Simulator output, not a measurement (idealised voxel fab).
Proc. module: voxel self aligned contacts
Section shown: cut. Width: 270 nm. Cell size: 5 nm, square.
Cross-section = grid of square cells, listed top down in bands; band = one or more rows. Top, bottom (nm), then materials left to right with widths (nm); lone material tagged "throughout" fills the whole band edge to edge; "air" = empty space. Height 0 is the level under which the wafer as received is all one material. The lowest band goes on downwards, as in "0 -> down". A width such as "30..40" changes by the same amount from each row of cells to the next, from the band's top row to its bottom row. "nothing altered" for a step: no cell of the cross-section changed in that step. Reported under the label "Sealed void listing" are the empty spaces having no open way to the top and comprising 8 cells or more; the notation for each is width x height at distance, in which the distance is measured from the left edge and all three values are in nm. On a step's line, text after the settings is the simulator commenting on that step. On any step carrying a mask, the "overlay nm" setting, if present on the step's line, tells how far right of its planned place the mask lay; negative values point to the left.

Steps planned for the process:
| 1 | RECEIVE: material Si |
| 2 | OXIDIZE: depth nm 5 |
| 3 | DIRECTIONAL_DEP: material polySi, thk nm 30 |
| 4 | DIRECTIONAL_DEP: material SiN, thk nm 20 |
| 5 | DIRECTIONAL_DEP: material aC, thk nm 15 |
| 6 | PATTERN: tone cover, mask id GATE, material resist, width nm 25, pitch nm 55, thk nm 30, overlay nm 0 |
| 7 | DIRECTIONAL_ETCH: etch materials aC, depth nm 15 |
| 8 | STRIP: etch materials resist |
| 9 | DIRECTIONAL_ETCH: etch materials SiN, depth nm 20 |
| 10 | DIRECTIONAL_ETCH: etch materials polySi, depth nm 30 |
| 11 | STRIP: etch materials aC |
| 12 | CONFORMAL_DEP: material SiN, thk nm 5 |
| 13 | DIRECTIONAL_ETCH: etch materials SiN, depth nm 5 |
| 14 | FILL_DEP: material SiO2, thk nm 15 |
| 15 | CMP: height nm 60 |
| 16 | MASKED_ETCH: tone open, mask id CONTACT, width nm 40, etch materials SiO2, depth nm 65, overlay nm 0 |
| 17 | CONFORMAL_DEP: material TiN, thk nm 5 |
| 18 | FILL_DEP: material W, thk nm 5 |
| 19 | CMP: height nm 60 |
| 20 | CONFORMAL_DEP: material SiCN, thk nm 5 |

First of two wafers - as planned:

Cross-section, incoming material, after step 1:
* 0 -> down: Si throughout
* Sealed void listing: none

Cross-section of the wafer after step 2:
* 0 -> -5: SiO2 throughout
* Note: structure below -5 unchanged.

Cross-section of the wafer after step 3:
* 30 -> 0: polySi throughout
* Note: structure below 0 unchanged.

Cross-section of the wafer after step 4:
* 50 -> 30: SiN throughout
* Note: structure below 30 unchanged.

Cross-section of the wafer after step 5:
* 65 -> 50: aC throughout
* Note: structure below 50 unchanged.

Cross-section of the wafer after step 6:
* 95 -> 65: air 95 nm / resist 25 nm / air 30 nm / resist 25 nm / air 95 nm
* Note: structure below 65 unchanged.

Cross-section of the wafer after step 7:
* 80 -> 65: air 95 nm / resist 25 nm / air 30 nm / resist 25 nm / air 95 nm
* 65 -> 50: air 95 nm / aC 25 nm / air 30 nm / aC 25 nm / air 95 nm
* Note: structure below 50 unchanged.

Cross-section of the wafer after step 8:
* 65 -> 50: air 95 nm / aC 25 nm / air 30 nm / aC 25 nm / air 95 nm
* Note: structure below 50 unchanged.

Cross-section of the wafer after step 9:
* 65 -> 50: air 95 nm / aC 25 nm / air 30 nm / aC 25 nm / air 95 nm
* 50 -> 30: air 95 nm / SiN 25 nm / air 30 nm / SiN 25 nm / air 95 nm
* Note: structure below 30 unchanged.

Cross-section of the wafer after step 10:
* 65 -> 50: air 95 nm / aC 25 nm / air 30 nm / aC 25 nm / air 95 nm
* 50 -> 30: air 95 nm / SiN 25 nm / air 30 nm / SiN 25 nm / air 95 nm
* 30 -> 0: air 95 nm / polySi 25 nm / air 30 nm / polySi 25 nm / air 95 nm
* Note: structure below 0 unchanged.

Cross-section of the wafer after step 11:
* 50 -> 30: air 95 nm / SiN 25 nm / air 30 nm / SiN 25 nm / air 95 nm
* Note: structure below 30 unchanged.

Cross-section of the wafer after step 12:
* 55 -> 30: air 90 nm / SiN 35 nm / air 20 nm / SiN 35 nm / air 90 nm
* 30 -> 5: air 90 nm / SiN 5 nm / polySi 25 nm / SiN 5 nm / air 20 nm / SiN 5 nm / polySi 25 nm / SiN 5 nm / air 90 nm
* 5 -> 0: SiN 95 nm / polySi 25 nm / SiN 30 nm / polySi 25 nm / SiN 95 nm
* Note: structure below 0 unchanged.

Cross-section of the wafer after step 13:
* 50 -> 30: air 90 nm / SiN 35 nm / air 20 nm / SiN 35 nm / air 90 nm
* 30 -> 0: air 90 nm / SiN 5 nm / polySi 25 nm / SiN 5 nm / air 20 nm / SiN 5 nm / polySi 25 nm / SiN 5 nm / air 90 nm
* Note: structure below 0 unchanged.

Cross-section of the wafer after step 14:
* 65 -> 50: SiO2 throughout
* 50 -> 30: SiO2 90 nm / SiN 35 nm / SiO2 20 nm / SiN 35 nm / SiO2 90 nm
* 30 -> 0: SiO2 90 nm / SiN 5 nm / polySi 25 nm / SiN 5 nm / SiO2 20 nm / SiN 5 nm / polySi 25 nm / SiN 5 nm / SiO2 90 nm
* Note: structure below 0 unchanged.

Cross-section of the wafer after step 15:
* 60 -> 50: SiO2 throughout
* Note: structure below 50 unchanged.

Cross-section of the wafer after step 16:
* 60 -> 50: SiO2 115 nm / air 40 nm / SiO2 115 nm
* 50 -> 30: SiO2 90 nm / SiN 35 nm / air 20 nm / SiN 35 nm / SiO2 90 nm
* 30 -> 0: SiO2 90 nm / SiN 5 nm / polySi 25 nm / SiN 5 nm / air 20 nm / SiN 5 nm / polySi 25 nm / SiN 5 nm / SiO2 90 nm
* 0 -> -5: SiO2 125 nm / air 20 nm / SiO2 125 nm
* Note: structure below -5 unchanged.

Cross-section of the wafer after step 17:
* 65 -> 60: TiN 120 nm / air 30 nm / TiN 120 nm
* 60 -> 50: SiO2 115 nm / TiN 5..15 nm / air 30..10 nm / TiN 5..15 nm / SiO2 115 nm
* 50 -> 30: SiO2 90 nm / SiN 35 nm / TiN 5 nm / air 10 nm / TiN 5 nm / SiN 35 nm / SiO2 90 nm
* 30 -> 0: SiO2 90 nm / SiN 5 nm / polySi 25 nm / SiN 5 nm / TiN 5 nm / air 10 nm / TiN 5 nm / SiN 5 nm / polySi 25 nm / SiN 5 nm / SiO2 90 nm
* 0 -> -5: SiO2 125 nm / TiN 20 nm / SiO2 125 nm
* Note: structure below -5 unchanged.

Cross-section of the wafer after step 18:
* 70 -> 65: W throughout
* 65 -> 60: TiN 120 nm / W 30 nm / TiN 120 nm
* 60 -> 50: SiO2 115 nm / TiN 5..15 nm / W 30..10 nm / TiN 5..15 nm / SiO2 115 nm
* 50 -> 30: SiO2 90 nm / SiN 35 nm / TiN 5 nm / W 10 nm / TiN 5 nm / SiN 35 nm / SiO2 90 nm
* 30 -> 0: SiO2 90 nm / SiN 5 nm / polySi 25 nm / SiN 5 nm / TiN 5 nm / W 10 nm / TiN 5 nm / SiN 5 nm / polySi 25 nm / SiN 5 nm / SiO2 90 nm
* Note: structure below 0 unchanged.

Cross-section of the wafer after step 19:
* 60 -> 50: SiO2 115 nm / TiN 5..15 nm / W 30..10 nm / TiN 5..15 nm / SiO2 115 nm
* Note: structure below 50 unchanged.

Cross-section of the wafer after step 20:
* 65 -> 60: SiCN throughout
* Note: structure below 60 unchanged.

Regarding the second of the two wafers: it shared the first wafer's starting condition and process plan, yet one error occurred during its execution. Its history coincides with that of the first wafer up to and including step 1:

Second wafer: cross-section at the scheduled end of step 2: nothing altered

Second wafer: cross-section at the scheduled end of step 3:
* 30 -> 0: polySi throughout
* Note: structure below 0 unchanged.

Second wafer: cross-section at the scheduled end of step 4:
* 50 -> 30: SiN throughout
* Note: structure below 30 unchanged.

Second wafer: cross-section at the scheduled end of step 5:
* 65 -> 50: aC throughout
* Note: structure below 50 unchanged.

Second wafer: cross-section at the scheduled end of step 6:
* 95 -> 65: air 95 nm / resist 25 nm / air 30 nm / resist 25 nm / air 95 nm
* Note: structure below 65 unchanged.

Second wafer: cross-section at the scheduled end of step 7:
* 80 -> 65: air 95 nm / resist 25 nm / air 30 nm / resist 25 nm / air 95 nm
* 65 -> 50: air 95 nm / aC 25 nm / air 30 nm / aC 25 nm / air 95 nm
* Note: structure below 50 unchanged.

Second wafer: cross-section at the scheduled end of step 8:
* 65 -> 50: air 95 nm / aC 25 nm / air 30 nm / aC 25 nm / air 95 nm
* Note: structure below 50 unchanged.

Second wafer: cross-section at the scheduled end of step 9:
* 65 -> 50: air 95 nm / aC 25 nm / air 30 nm / aC 25 nm / air 95 nm
* 50 -> 30: air 95 nm / SiN 25 nm / air 30 nm / SiN 25 nm / air 95 nm
* Note: structure below 30 unchanged.

Second wafer: cross-section at the scheduled end of step 10:
* 65 -> 50: air 95 nm / aC 25 nm / air 30 nm / aC 25 nm / air 95 nm
* 50 -> 30: air 95 nm / SiN 25 nm / air 30 nm / SiN 25 nm / air 95 nm
* 30 -> 0: air 95 nm / polySi 25 nm / air 30 nm / polySi 25 nm / air 95 nm
* Note: structure below 0 unchanged.

Second wafer: cross-section at the scheduled end of step 11:
* 50 -> 30: air 95 nm / SiN 25 nm / air 30 nm / SiN 25 nm / air 95 nm
* Note: structure below 30 unchanged.

Second wafer: cross-section at the scheduled end of step 12:
* 55 -> 30: air 90 nm / SiN 35 nm / air 20 nm / SiN 35 nm / air 90 nm
* 30 -> 5: air 90 nm / SiN 5 nm / polySi 25 nm / SiN 5 nm / air 20 nm / SiN 5 nm / polySi 25 nm / SiN 5 nm / air 90 nm
* 5 -> 0: SiN 95 nm / polySi 25 nm / SiN 30 nm / polySi 25 nm / SiN 95 nm
* Note: structure below 0 unchanged.

Second wafer: cross-section at the scheduled end of step 13:
* 50 -> 30: air 90 nm / SiN 35 nm / air 20 nm / SiN 35 nm / air 90 nm
* 30 -> 0: air 90 nm / SiN 5 nm / polySi 25 nm / SiN 5 nm / air 20 nm / SiN 5 nm / polySi 25 nm / SiN 5 nm / air 90 nm
* Note: structure below 0 unchanged.

Second wafer: cross-section at the scheduled end of step 14:
* 65 -> 50: SiO2 throughout
* 50 -> 30: SiO2 90 nm / SiN 35 nm / SiO2 20 nm / SiN 35 nm / SiO2 90 nm
* 30 -> 0: SiO2 90 nm / SiN 5 nm / polySi 25 nm / SiN 5 nm / SiO2 20 nm / SiN 5 nm / polySi 25 nm / SiN 5 nm / SiO2 90 nm
* Note: structure below 0 unchanged.

Second wafer: cross-section at the scheduled end of step 15:
* 60 -> 50: SiO2 throughout
* Note: structure below 50 unchanged.

Second wafer: cross-section at the scheduled end of step 16:
* 60 -> 50: SiO2 115 nm / air 40 nm / SiO2 115 nm
* 50 -> 30: SiO2 90 nm / SiN 35 nm / air 20 nm / SiN 35 nm / SiO2 90 nm
* 30 -> 0: SiO2 90 nm / SiN 5 nm / polySi 25 nm / SiN 5 nm / air 20 nm / SiN 5 nm / polySi 25 nm / SiN 5 nm / SiO2 90 nm
* Note: structure below 0 unchanged.

Second wafer: cross-section at the scheduled end of step 17:
* 65 -> 60: TiN 120 nm / air 30 nm / TiN 120 nm
* 60 -> 50: SiO2 115 nm / TiN 5..15 nm / air 30..10 nm / TiN 5..15 nm / SiO2 115 nm
* 50 -> 30: SiO2 90 nm / SiN 35 nm / TiN 5 nm / air 10 nm / TiN 5 nm / SiN 35 nm / SiO2 90 nm
* 30 -> 5: SiO2 90 nm / SiN 5 nm / polySi 25 nm / SiN 5 nm / TiN 5 nm / air 10 nm / TiN 5 nm / SiN 5 nm / polySi 25 nm / SiN 5 nm / SiO2 90 nm
* 5 -> 0: SiO2 90 nm / SiN 5 nm / polySi 25 nm / SiN 5 nm / TiN 20 nm / SiN 5 nm / polySi 25 nm / SiN 5 nm / SiO2 90 nm
* Note: structure below 0 unchanged.

Second wafer: cross-section at the scheduled end of step 18:
* 70 -> 65: W throughout
* 65 -> 60: TiN 120 nm / W 30 nm / TiN 120 nm
* 60 -> 50: SiO2 115 nm / TiN 5..15 nm / W 30..10 nm / TiN 5..15 nm / SiO2 115 nm
* 50 -> 30: SiO2 90 nm / SiN 35 nm / TiN 5 nm / W 10 nm / TiN 5 nm / SiN 35 nm / SiO2 90 nm
* 30 -> 5: SiO2 90 nm / SiN 5 nm / polySi 25 nm / SiN 5 nm / TiN 5 nm / W 10 nm / TiN 5 nm / SiN 5 nm / polySi 25 nm / SiN 5 nm / SiO2 90 nm
* Note: structure below 5 unchanged.

Second wafer: cross-section at the scheduled end of step 19:
* 60 -> 50: SiO2 115 nm / TiN 5..15 nm / W 30..10 nm / TiN 5..15 nm / SiO2 115 nm
* Note: structure below 50 unchanged.

Second wafer: cross-section at the scheduled end of step 20:
* 65 -> 60: SiCN throughout
* Note: structure below 60 unchanged.
Processing error: step 2 of the plan never got run, it was skipped over
End of process, cell counts, second wafer against first, materials with more or fewer: +54 Si | -50 SiO2 | -2 TiN | -2 W
